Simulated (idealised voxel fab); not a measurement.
Process module, titled voxel self aligned vias
FYI the section here is cut, 210 nm wide, cells are 5 nm squares.
The cross-sections in this document take the form of a grid made of square cells. They are written out as bands, in order from top to bottom. Each band consists of one or more rows of cells. Top height, bottom height, nm. Materials left to right, width each, nm. Single material + "full width" = fills band edge to edge. "air" = empty. Below 0: as-received wafer, all one material; heights counted from there. Lowest band: no bottom, goes on down, written "from 0 down". You'd read "30 to 40" like this: the band's top row of cells is as wide as the first number, its bottom row is as wide as the second, and going down, every row changes width by the same amount as the row before did. Reading "nothing changed" for a step: not a cell of the cross-section changed in it. Heads up: "Closed void list" only lists the empty pockets with no open path to the top that are 8 cells or more, and it writes them as width x height at distance, distance from the left edge, in nm. Past the settings on a step's line: simulator remark, on that step. "overlay nm" answers the question of how far to the right of plan the mask lay on a step that has a mask, and when it is negative the answer is to the left.
PLANNED STEP LIST FOR THE PROCESS
1. RECEIVE with material Si
2. CONFORMAL_DEP with material SiO2, thk nm 15
3. CONFORMAL_DEP with material SiCN, thk nm 5
4. DIRECTIONAL_DEP with material SiO2, thk nm 25
5. PATTERN with tone open, mask id LINES, material resist, width nm 20, pitch nm 60, thk nm 15, overlay nm 0
6. DIRECTIONAL_ETCH with etch materials SiO2, depth nm 25
7. STRIP with etch materials resist
8. CONFORMAL_DEP with material TiN, thk nm 5
9. FILL_DEP with material Ru, thk nm 5
10. CMP with height nm 45
11. SELECTIVE_ETCH with etch materials W Ru TiN, depth nm 10
12. FILL_DEP with material SiN, thk nm 5
13. CMP with height nm 45
14. DIRECTIONAL_DEP with material SiO2, thk nm 20
15. DIRECTIONAL_DEP with material aC, thk nm 10
16. PATTERN with tone open, mask id VIAS, material resist, width nm 30, thk nm 30, overlay nm 0
17. DIRECTIONAL_ETCH with etch materials aC, depth nm 10
18. STRIP with etch materials resist
19. DIRECTIONAL_ETCH with etch materials SiO2, depth nm 20
20. DIRECTIONAL_ETCH with etch materials SiN, depth nm 10
21. STRIP with etch materials aC
22. CONFORMAL_DEP with material TiN, thk nm 5
23. FILL_DEP with material Cu, thk nm 5
24. CMP with height nm 65
25. CONFORMAL_DEP with material SiCN, thk nm 5
SO, THE FIRST OF OUR TWO WAFERS, RUN JUST AS WE PLANNED IT
CROSS-SECTIONAL VIEW OF THE WAFER IN ITS AS-RECEIVED CONDITION, CORRESPONDING TO THE STATE AFTER STEP 1
    from 0 down | Si full width
    Closed void list: none
PRESENTED HERE IS A CROSS-SECTION OF THE WAFER AFTER STEP 2 HAS BEEN PERFORMED
    from 15 to 0 | SiO2 full width
    Lower than 0, everything is as it was.
PRESENTED HERE IS A CROSS-SECTION OF THE WAFER AFTER STEP 3 HAS BEEN PERFORMED
    from 20 to 15 | SiCN full width
    Lower than 15, everything is as it was.
PRESENTED HERE IS A CROSS-SECTION OF THE WAFER AFTER STEP 4 HAS BEEN PERFORMED
    from 45 to 20 | SiO2 full width
    Lower than 20, everything is as it was.
PRESENTED HERE IS A CROSS-SECTION OF THE WAFER AFTER STEP 5 HAS BEEN PERFORMED
    from 60 to 45 | resist: 65, air: 20, resist: 40, air: 20, resist: 65
    Lower than 45, everything is as it was.
PRESENTED HERE IS A CROSS-SECTION OF THE WAFER AFTER STEP 6 HAS BEEN PERFORMED
    from 60 to 45 | resist: 65, air: 20, resist: 40, air: 20, resist: 65
    from 45 to 20 | SiO2: 65, air: 20, SiO2: 40, air: 20, SiO2: 65
    Lower than 20, everything is as it was.
PRESENTED HERE IS A CROSS-SECTION OF THE WAFER AFTER STEP 7 HAS BEEN PERFORMED
    from 45 to 20 | SiO2: 65, air: 20, SiO2: 40, air: 20, SiO2: 65
    Lower than 20, everything is as it was.
PRESENTED HERE IS A CROSS-SECTION OF THE WAFER AFTER STEP 8 HAS BEEN PERFORMED
    from 50 to 45 | TiN: 70, air: 10, TiN: 50, air: 10, TiN: 70
    from 45 to 25 | SiO2: 65, TiN: 5, air: 10, TiN: 5, SiO2: 40, TiN: 5, air: 10, TiN: 5, SiO2: 65
    from 25 to 20 | SiO2: 65, TiN: 20, SiO2: 40, TiN: 20, SiO2: 65
    Lower than 20, everything is as it was.
PRESENTED HERE IS A CROSS-SECTION OF THE WAFER AFTER STEP 9 HAS BEEN PERFORMED
    from 55 to 50 | Ru full width
    from 50 to 45 | TiN: 70, Ru: 10, TiN: 50, Ru: 10, TiN: 70
    from 45 to 25 | SiO2: 65, TiN: 5, Ru: 10, TiN: 5, SiO2: 40, TiN: 5, Ru: 10, TiN: 5, SiO2: 65
    Lower than 25, everything is as it was.
PRESENTED HERE IS A CROSS-SECTION OF THE WAFER AFTER STEP 10 HAS BEEN PERFORMED
    from 45 to 25 | SiO2: 65, TiN: 5, Ru: 10, TiN: 5, SiO2: 40, TiN: 5, Ru: 10, TiN: 5, SiO2: 65
    Lower than 25, everything is as it was.
PRESENTED HERE IS A CROSS-SECTION OF THE WAFER AFTER STEP 11 HAS BEEN PERFORMED
    from 45 to 35 | SiO2: 65, air: 20, SiO2: 40, air: 20, SiO2: 65
    Lower than 35, everything is as it was.
PRESENTED HERE IS A CROSS-SECTION OF THE WAFER AFTER STEP 12 HAS BEEN PERFORMED
    from 50 to 45 | SiN full width
    from 45 to 35 | SiO2: 65, SiN: 20, SiO2: 40, SiN: 20, SiO2: 65
    Lower than 35, everything is as it was.
PRESENTED HERE IS A CROSS-SECTION OF THE WAFER AFTER STEP 13 HAS BEEN PERFORMED
    from 45 to 35 | SiO2: 65, SiN: 20, SiO2: 40, SiN: 20, SiO2: 65
    Lower than 35, everything is as it was.
PRESENTED HERE IS A CROSS-SECTION OF THE WAFER AFTER STEP 14 HAS BEEN PERFORMED
    from 65 to 45 | SiO2 full width
    Lower than 45, everything is as it was.
PRESENTED HERE IS A CROSS-SECTION OF THE WAFER AFTER STEP 15 HAS BEEN PERFORMED
    from 75 to 65 | aC full width
    Lower than 65, everything is as it was.
PRESENTED HERE IS A CROSS-SECTION OF THE WAFER AFTER STEP 16 HAS BEEN PERFORMED
    from 105 to 75 | resist: 60, air: 30, resist: 120
    Lower than 75, everything is as it was.
PRESENTED HERE IS A CROSS-SECTION OF THE WAFER AFTER STEP 17 HAS BEEN PERFORMED
    from 95 to 75 | resist: 60, air: 30, resist: 120
    from 75 to 65 | aC: 60, air: 30, aC: 120
    Lower than 65, everything is as it was.
PRESENTED HERE IS A CROSS-SECTION OF THE WAFER AFTER STEP 18 HAS BEEN PERFORMED
    from 75 to 65 | aC: 60, air: 30, aC: 120
    Lower than 65, everything is as it was.
PRESENTED HERE IS A CROSS-SECTION OF THE WAFER AFTER STEP 19 HAS BEEN PERFORMED
    from 75 to 65 | aC: 60, air: 30, aC: 120
    from 65 to 45 | SiO2: 60, air: 30, SiO2: 120
    Lower than 45, everything is as it was.
PRESENTED HERE IS A CROSS-SECTION OF THE WAFER AFTER STEP 20 HAS BEEN PERFORMED
    from 75 to 65 | aC: 60, air: 30, aC: 120
    from 65 to 45 | SiO2: 60, air: 30, SiO2: 120
    from 45 to 35 | SiO2: 65, air: 20, SiO2: 40, SiN: 20, SiO2: 65
    Lower than 35, everything is as it was.
PRESENTED HERE IS A CROSS-SECTION OF THE WAFER AFTER STEP 21 HAS BEEN PERFORMED
    from 65 to 45 | SiO2: 60, air: 30, SiO2: 120
    Lower than 45, everything is as it was.
PRESENTED HERE IS A CROSS-SECTION OF THE WAFER AFTER STEP 22 HAS BEEN PERFORMED
    from 70 to 65 | TiN: 65, air: 20, TiN: 125
    from 65 to 50 | SiO2: 60, TiN: 5, air: 20, TiN: 5, SiO2: 120
    from 50 to 45 | SiO2: 60, TiN: 10, air: 10, TiN: 10, SiO2: 120
    from 45 to 40 | SiO2: 65, TiN: 5, air: 10, TiN: 5, SiO2: 40, SiN: 20, SiO2: 65
    from 40 to 35 | SiO2: 65, TiN: 20, SiO2: 40, SiN: 20, SiO2: 65
    Lower than 35, everything is as it was.
PRESENTED HERE IS A CROSS-SECTION OF THE WAFER AFTER STEP 23 HAS BEEN PERFORMED
    from 75 to 70 | Cu full width
    from 70 to 65 | TiN: 65, Cu: 20, TiN: 125
    from 65 to 50 | SiO2: 60, TiN: 5, Cu: 20, TiN: 5, SiO2: 120
    from 50 to 45 | SiO2: 60, TiN: 10, Cu: 10, TiN: 10, SiO2: 120
    from 45 to 40 | SiO2: 65, TiN: 5, Cu: 10, TiN: 5, SiO2: 40, SiN: 20, SiO2: 65
    Lower than 40, everything is as it was.
PRESENTED HERE IS A CROSS-SECTION OF THE WAFER AFTER STEP 24 HAS BEEN PERFORMED
    from 65 to 50 | SiO2: 60, TiN: 5, Cu: 20, TiN: 5, SiO2: 120
    Lower than 50, everything is as it was.
PRESENTED HERE IS A CROSS-SECTION OF THE WAFER AFTER STEP 25 HAS BEEN PERFORMED
    from 70 to 65 | SiCN full width
    Lower than 65, everything is as it was.
SECOND WAFER: LIKE START, LIKE PLAN, ONE MISTAKE. THROUGH STEP 1 IT MATCHES THE FIRST WAFER
SECOND WAFER, SECTION VIEW, TIME POINT: SCHEDULED END OF STEP 2
    from 30 to 0 | SiO2 full width
    Lower than 0, everything is as it was.
SECOND WAFER, SECTION VIEW, TIME POINT: SCHEDULED END OF STEP 3
    from 35 to 30 | SiCN full width
    Lower than 30, everything is as it was.
SECOND WAFER, SECTION VIEW, TIME POINT: SCHEDULED END OF STEP 4
    from 60 to 35 | SiO2 full width
    Lower than 35, everything is as it was.
SECOND WAFER, SECTION VIEW, TIME POINT: SCHEDULED END OF STEP 5
    from 75 to 60 | resist: 65, air: 20, resist: 40, air: 20, resist: 65
    Lower than 60, everything is as it was.
SECOND WAFER, SECTION VIEW, TIME POINT: SCHEDULED END OF STEP 6
    from 75 to 60 | resist: 65, air: 20, resist: 40, air: 20, resist: 65
    from 60 to 35 | SiO2: 65, air: 20, SiO2: 40, air: 20, SiO2: 65
    Lower than 35, everything is as it was.
SECOND WAFER, SECTION VIEW, TIME POINT: SCHEDULED END OF STEP 7
    from 60 to 35 | SiO2: 65, air: 20, SiO2: 40, air: 20, SiO2: 65
    Lower than 35, everything is as it was.
SECOND WAFER, SECTION VIEW, TIME POINT: SCHEDULED END OF STEP 8
    from 65 to 60 | TiN: 70, air: 10, TiN: 50, air: 10, TiN: 70
    from 60 to 40 | SiO2: 65, TiN: 5, air: 10, TiN: 5, SiO2: 40, TiN: 5, air: 10, TiN: 5, SiO2: 65
    from 40 to 35 | SiO2: 65, TiN: 20, SiO2: 40, TiN: 20, SiO2: 65
    Lower than 35, everything is as it was.
SECOND WAFER, SECTION VIEW, TIME POINT: SCHEDULED END OF STEP 9
    from 70 to 65 | Ru full width
    from 65 to 60 | TiN: 70, Ru: 10, TiN: 50, Ru: 10, TiN: 70
    from 60 to 40 | SiO2: 65, TiN: 5, Ru: 10, TiN: 5, SiO2: 40, TiN: 5, Ru: 10, TiN: 5, SiO2: 65
    Lower than 40, everything is as it was.
SECOND WAFER, SECTION VIEW, TIME POINT: SCHEDULED END OF STEP 10
    from 45 to 40 | SiO2: 65, TiN: 5, Ru: 10, TiN: 5, SiO2: 40, TiN: 5, Ru: 10, TiN: 5, SiO2: 65
    Lower than 40, everything is as it was.
SECOND WAFER, SECTION VIEW, TIME POINT: SCHEDULED END OF STEP 11
    from 45 to 35 | SiO2: 65, air: 20, SiO2: 40, air: 20, SiO2: 65
    Lower than 35, everything is as it was.
SECOND WAFER, SECTION VIEW, TIME POINT: SCHEDULED END OF STEP 12
    from 50 to 45 | SiN full width
    from 45 to 35 | SiO2: 65, SiN: 20, SiO2: 40, SiN: 20, SiO2: 65
    Lower than 35, everything is as it was.
SECOND WAFER, SECTION VIEW, TIME POINT: SCHEDULED END OF STEP 13
    from 45 to 35 | SiO2: 65, SiN: 20, SiO2: 40, SiN: 20, SiO2: 65
    Lower than 35, everything is as it was.
SECOND WAFER, SECTION VIEW, TIME POINT: SCHEDULED END OF STEP 14
    from 65 to 45 | SiO2 full width
    Lower than 45, everything is as it was.
SECOND WAFER, SECTION VIEW, TIME POINT: SCHEDULED END OF STEP 15
    from 75 to 65 | aC full width
    Lower than 65, everything is as it was.
SECOND WAFER, SECTION VIEW, TIME POINT: SCHEDULED END OF STEP 16
    from 105 to 75 | resist: 60, air: 30, resist: 120
    Lower than 75, everything is as it was.
SECOND WAFER, SECTION VIEW, TIME POINT: SCHEDULED END OF STEP 17
    from 95 to 75 | resist: 60, air: 30, resist: 120
    from 75 to 65 | aC: 60, air: 30, aC: 120
    Lower than 65, everything is as it was.
SECOND WAFER, SECTION VIEW, TIME POINT: SCHEDULED END OF STEP 18
    from 75 to 65 | aC: 60, air: 30, aC: 120
    Lower than 65, everything is as it was.
SECOND WAFER, SECTION VIEW, TIME POINT: SCHEDULED END OF STEP 19
    from 75 to 65 | aC: 60, air: 30, aC: 120
    from 65 to 45 | SiO2: 60, air: 30, SiO2: 120
    Lower than 45, everything is as it was.
SECOND WAFER, SECTION VIEW, TIME POINT: SCHEDULED END OF STEP 20
    from 75 to 65 | aC: 60, air: 30, aC: 120
    from 65 to 45 | SiO2: 60, air: 30, SiO2: 120
    from 45 to 35 | SiO2: 65, air: 20, SiO2: 40, SiN: 20, SiO2: 65
    Lower than 35, everything is as it was.
SECOND WAFER, SECTION VIEW, TIME POINT: SCHEDULED END OF STEP 21
    from 65 to 45 | SiO2: 60, air: 30, SiO2: 120
    Lower than 45, everything is as it was.
SECOND WAFER, SECTION VIEW, TIME POINT: SCHEDULED END OF STEP 22
    from 70 to 65 | TiN: 65, air: 20, TiN: 125
    from 65 to 50 | SiO2: 60, TiN: 5, air: 20, TiN: 5, SiO2: 120
    from 50 to 45 | SiO2: 60, TiN: 10, air: 10, TiN: 10, SiO2: 120
    from 45 to 40 | SiO2: 65, TiN: 5, air: 10, TiN: 5, SiO2: 40, SiN: 20, SiO2: 65
    from 40 to 35 | SiO2: 65, TiN: 20, SiO2: 40, SiN: 20, SiO2: 65
    Lower than 35, everything is as it was.
SECOND WAFER, SECTION VIEW, TIME POINT: SCHEDULED END OF STEP 23
    from 75 to 70 | Cu full width
    from 70 to 65 | TiN: 65, Cu: 20, TiN: 125
    from 65 to 50 | SiO2: 60, TiN: 5, Cu: 20, TiN: 5, SiO2: 120
    from 50 to 45 | SiO2: 60, TiN: 10, Cu: 10, TiN: 10, SiO2: 120
    from 45 to 40 | SiO2: 65, TiN: 5, Cu: 10, TiN: 5, SiO2: 40, SiN: 20, SiO2: 65
    Lower than 40, everything is as it was.
SECOND WAFER, SECTION VIEW, TIME POINT: SCHEDULED END OF STEP 24
    from 65 to 50 | SiO2: 60, TiN: 5, Cu: 20, TiN: 5, SiO2: 120
    Lower than 50, everything is as it was.
SECOND WAFER, SECTION VIEW, TIME POINT: SCHEDULED END OF STEP 25
    from 70 to 65 | SiCN full width
    Lower than 65, everything is as it was.
Error vs. plan: step 2 of the plan was twice carried out
Final wafer comparison in cells, second versus first, more or fewer per material: 8 fewer of Ru, 24 more of SiO2, 16 fewer of TiN
